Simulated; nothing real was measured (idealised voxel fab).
Documented hereafter: the process module known as voxel wiring stack.
Square cells of 5 nm make up the cross-section cut, whose width is 185 nm.
In what follows, cross-sections appear as grids of square cells, described through bands that run from the top down, where every band is one or more rows of cells.
Top, bottom (nm), then materials left to right with widths (nm); lone material tagged "everywhere" fills the whole band edge to edge; "air" = empty space.
For the purposes of this specification, 0 denotes the height below which the wafer in its as-received condition is composed wholly of one material, and the lowermost band, lacking a lower limit, extends downward without end, as expressed in "0 nm and below".
Per-row width for "30->40": begins at first number (top row of band), ends at second number (bottom row), increment between rows held constant.
What does "changes: none" mean for a step? It means no cell of the cross-section changed in that step.
"Sealed cavities" specifies each empty space that is not open to the top and that occupies no fewer than 8 cells, using the form width x height at distance, the distance measured from the left edge and all three quantities in nm.
It should be noted that, on the line of a given step, the content following the step's settings is a remark produced by the simulator itself with respect to that step.
The "overlay nm" setting may appear on a step's line; for a step that uses a mask, it gives how far to the right of its planned position the mask lay, and a negative value indicates the left.
**Planned step list for the process**
step 1: RECEIVE | material Si
step 2: CONFORMAL_DEP | material SiO2 | thk nm 15
step 3: CONFORMAL_DEP | material SiN | thk nm 5
step 4: DIRECTIONAL_DEP | material lowk | thk nm 20
step 5: PATTERN | tone open | mask id METAL_1 | material resist | width nm 20 | pitch nm 45 | thk nm 20 | overlay nm 0
step 6: DIRECTIONAL_ETCH | etch materials lowk | depth nm 20
step 7: DIRECTIONAL_ETCH | etch materials SiN | depth nm 5
step 8: STRIP | etch materials resist
step 9: CONFORMAL_DEP | material TiN | thk nm 5
step 10: FILL_DEP | material Cu | thk nm 10
step 11: CMP | height nm 40
step 12: EPI | material Ru | thk nm 5
step 13: FILL_DEP | material SiCN | thk nm 5
step 14: DIRECTIONAL_DEP | material lowk | thk nm 20
step 15: MASKED_ETCH | tone open | mask id PLUG_1 | width nm 15 | pitch nm 90 | etch materials lowk | depth nm 20 | overlay nm 0
step 16: MASKED_ETCH | tone open | mask id PLUG_1 | width nm 15 | pitch nm 90 | etch materials SiCN | depth nm 5 | overlay nm 0
step 17: CONFORMAL_DEP | material TiN | thk nm 5
step 18: FILL_DEP | material W | thk nm 5
step 19: CMP | height nm 70
step 20: DIRECTIONAL_DEP | material TiN | thk nm 5
step 21: DIRECTIONAL_DEP | material Ru | thk nm 25
step 22: DIRECTIONAL_DEP | material aC | thk nm 10
step 23: PATTERN | tone cover | mask id METAL_2 | material resist | width nm 20 | pitch nm 45 | thk nm 30 | overlay nm 0
step 24: DIRECTIONAL_ETCH | etch materials aC | depth nm 10
step 25: STRIP | etch materials resist
step 26: DIRECTIONAL_ETCH | etch materials Ru | depth nm 25
step 27: DIRECTIONAL_ETCH | etch materials TiN | depth nm 5
step 28: STRIP | etch materials aC
step 29: FILL_DEP | material SiO2 | thk nm 10
step 30: CMP | height nm 100
step 31: CONFORMAL_DEP | material SiCN | thk nm 5
**Cross-section of the wafer at receipt, which is the condition after step 1**
	0 nm and below | Si everywhere
	Sealed cavities: none
**First of two wafers: cross-section at end of module, run per plan**
	105 nm to 100 nm | SiCN everywhere
	100 nm to 75 nm | SiO2: 35  Ru: 20  SiO2: 25  Ru: 20  SiO2: 25  Ru: 20  SiO2: 40
	75 nm to 70 nm | SiO2: 35  TiN: 20  SiO2: 25  TiN: 20  SiO2: 25  TiN: 20  SiO2: 40
	70 nm to 50 nm | lowk: 35  TiN: 5  W: 5  TiN: 5  lowk: 75  TiN: 5  W: 5  TiN: 5  lowk: 45
	50 nm to 45 nm | SiCN: 35  TiN: 15  SiCN: 75  TiN: 15  SiCN: 45
	45 nm to 40 nm | SiCN: 30  Ru: 30  SiCN: 15  Ru: 30  SiCN: 15  Ru: 30  SiCN: 35
	40 nm to 20 nm | lowk: 35  TiN: 5  Cu: 10  TiN: 5  lowk: 25  TiN: 5  Cu: 10  TiN: 5  lowk: 25  TiN: 5  Cu: 10  TiN: 5  lowk: 40
	20 nm to 15 nm | SiN: 35  TiN: 20  SiN: 25  TiN: 20  SiN: 25  TiN: 20  SiN: 40
	15 nm to 0 nm | SiO2 everywhere
	0 nm and below | Si everywhere
	Sealed cavities: none
**Cross-sectional view: second of two wafers, end of module; start and plan identical to the first, one mistake in running**
	105 nm to 100 nm | SiCN everywhere
	100 nm to 75 nm | SiO2: 35  Ru: 20  SiO2: 25  Ru: 20  SiO2: 25  Ru: 20  SiO2: 40
	75 nm to 70 nm | SiO2: 35  TiN: 20  SiO2: 25  TiN: 20  SiO2: 25  TiN: 20  SiO2: 40
	70 nm to 65 nm | W: 25  TiN: 15  W: 5  TiN: 20  W: 5  TiN: 40  W: 5  TiN: 15  W: 5  TiN: 20  W: 30
	65 nm to 60 nm | TiN: 30  lowk: 5  TiN: 5  W: 5  TiN: 5  lowk: 10  TiN: 15  lowk: 30  TiN: 15  lowk: 5  TiN: 5  W: 5  TiN: 5  lowk: 10  TiN: 35
	60 nm to 50 nm | lowk: 35  TiN: 5  W: 5  TiN: 5  lowk: 75  TiN: 5  W: 5  TiN: 5  lowk: 45
	50 nm to 45 nm | lowk: 35  TiN: 15  lowk: 75  TiN: 15  lowk: 45
	45 nm to 40 nm | lowk: 30  Ru: 30  lowk: 15  Ru: 30  lowk: 15  Ru: 30  lowk: 35
	40 nm to 20 nm | lowk: 35  TiN: 5  Cu: 10  TiN: 5  lowk: 25  TiN: 5  Cu: 10  TiN: 5  lowk: 25  TiN: 5  Cu: 10  TiN: 5  lowk: 40
	20 nm to 15 nm | SiN: 35  TiN: 20  SiN: 25  TiN: 20  SiN: 25  TiN: 20  SiN: 40
	15 nm to 0 nm | SiO2 everywhere
	0 nm and below | Si everywhere
	Sealed cavities: none
What went wrong in running the wafer? step 13 in the plan did not get run; it was skipped
Cell-count delta at end, second wafer over first, by material: SiCN -50 | TiN +37 | W +13
